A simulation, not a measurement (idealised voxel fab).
process module | voxel capacitor over wiring
cross-section cut | 270 nm wide | cells 5 nm
A cross-section is a grid of square cells, given in bands from the top down. A band is one or more rows of cells.
Each band's line starts with the height of the band's top and of its bottom, in nm. Then come its materials from left to right, each with its width in nm. One material with "throughout" fills the band from edge to edge. "air" is empty space.
Height 0 is the level under which the wafer as received is all one material. The lowest band goes on downwards, as in "0 down".
A width such as "30 to 40" changes by the same amount from each row of cells to the next, from the band's top row to its bottom row.
"no change" after a step means that no cell of the cross-section changed.
closed voids: empty space of 8 cells or more with no open way to the top, each as width x height at its distance from the left edge, in nm
after a step's settings: what the simulator itself notes on the step
overlay nm, on a step with a mask: how far to the right of its planned place the mask lay; to the left if negative
plan
1 op RECEIVE | material Si
2 op CONFORMAL_DEP | material SiO2 | thk nm 15
3 op CONFORMAL_DEP | material SiN | thk nm 5
4 op DIRECTIONAL_DEP | material SiO2 | thk nm 20
5 op PATTERN | tone open | mask id METAL_1 | material resist | width nm 30 | pitch nm 90 | thk nm 20 | overlay nm 0
6 op DIRECTIONAL_ETCH | etch materials SiO2 | depth nm 20
7 op DIRECTIONAL_ETCH | etch materials SiN | depth nm 5
8 op STRIP | etch materials resist
9 op CONFORMAL_DEP | material TiN | thk nm 5
10 op FILL_DEP | material Ru | thk nm 10
11 op CMP | height nm 40
12 op EPI | material Ru | thk nm 5
13 op FILL_DEP | material SiCN | thk nm 5
14 op DIRECTIONAL_DEP | material lowk | thk nm 15
15 op DIRECTIONAL_DEP | material aC | thk nm 10
16 op PATTERN | tone open | mask id PLUG_1 | material resist | width nm 15 | thk nm 25 | overlay nm 0
17 op DIRECTIONAL_ETCH | etch materials aC | depth nm 10
18 op STRIP | etch materials resist
19 op DIRECTIONAL_ETCH | etch materials lowk | depth nm 15
20 op DIRECTIONAL_ETCH | etch materials SiCN | depth nm 5
21 op STRIP | etch materials aC
22 op CONFORMAL_DEP | material TiN | thk nm 5
23 op FILL_DEP | material Cu | thk nm 5
24 op CMP | height nm 65
25 op DIRECTIONAL_DEP | material TiN | thk nm 5
26 op DIRECTIONAL_DEP | material Al2O3 | thk nm 5
27 op DIRECTIONAL_DEP | material TiN | thk nm 10
28 op DIRECTIONAL_DEP | material aC | thk nm 15
29 op PATTERN | tone cover | mask id UPPER_PLATE | material resist | width nm 65 | thk nm 35 | overlay nm 0
30 op DIRECTIONAL_ETCH | etch materials aC | depth nm 15
31 op STRIP | etch materials resist
32 op DIRECTIONAL_ETCH | etch materials TiN | depth nm 10
33 op DIRECTIONAL_ETCH | etch materials Al2O3 | depth nm 5
34 op STRIP | etch materials aC
35 op PATTERN | tone cover | mask id LOWER_PLATE | material resist | width nm 75 | thk nm 20 | overlay nm 0
36 op DIRECTIONAL_ETCH | etch materials TiN | depth nm 5
37 op STRIP | etch materials resist
38 op FILL_DEP | material SiO2 | thk nm 15
39 op CMP | height nm 95
40 op MASKED_ETCH | tone open | mask id PLUG_2 | width nm 15 | etch materials SiO2 | depth nm 10 | overlay nm 0
41 op CONFORMAL_DEP | material TiN | thk nm 5
42 op FILL_DEP | material Cu | thk nm 10
43 op CMP | height nm 95
44 op CONFORMAL_DEP | material SiCN | thk nm 5
as received, after step 1
  0 down: Si throughout
  closed voids: none
a wafer at the end: this start, this plan, one mistake
  100 to 95: SiCN throughout
  95 to 90: SiO2 100 | TiN 5 | Cu 5 | TiN 5 | SiO2 155
  90 to 85: SiO2 100 | TiN 15 | SiO2 155
  85 to 75: SiO2 90 | TiN 65 | SiO2 115
  75 to 70: SiO2 85 | TiN 75 | SiO2 110
  70 to 65: Al2O3 throughout
  65 to 50: lowk 90 | TiN 5 | Cu 5 | TiN 5 | lowk 165
  50 to 45: SiCN 90 | TiN 15 | SiCN 165
  45 to 40: SiCN 70 | Ru 40 | SiCN 50 | Ru 40 | SiCN 70
  40 to 20: SiO2 75 | TiN 5 | Ru 20 | TiN 5 | SiO2 60 | TiN 5 | Ru 20 | TiN 5 | SiO2 75
  20 to 15: SiN 75 | TiN 30 | SiN 60 | TiN 30 | SiN 75
  15 to 0: SiO2 throughout
  0 down: Si throughout
  closed voids: none
what went wrong: steps 25 and 26 were swapped
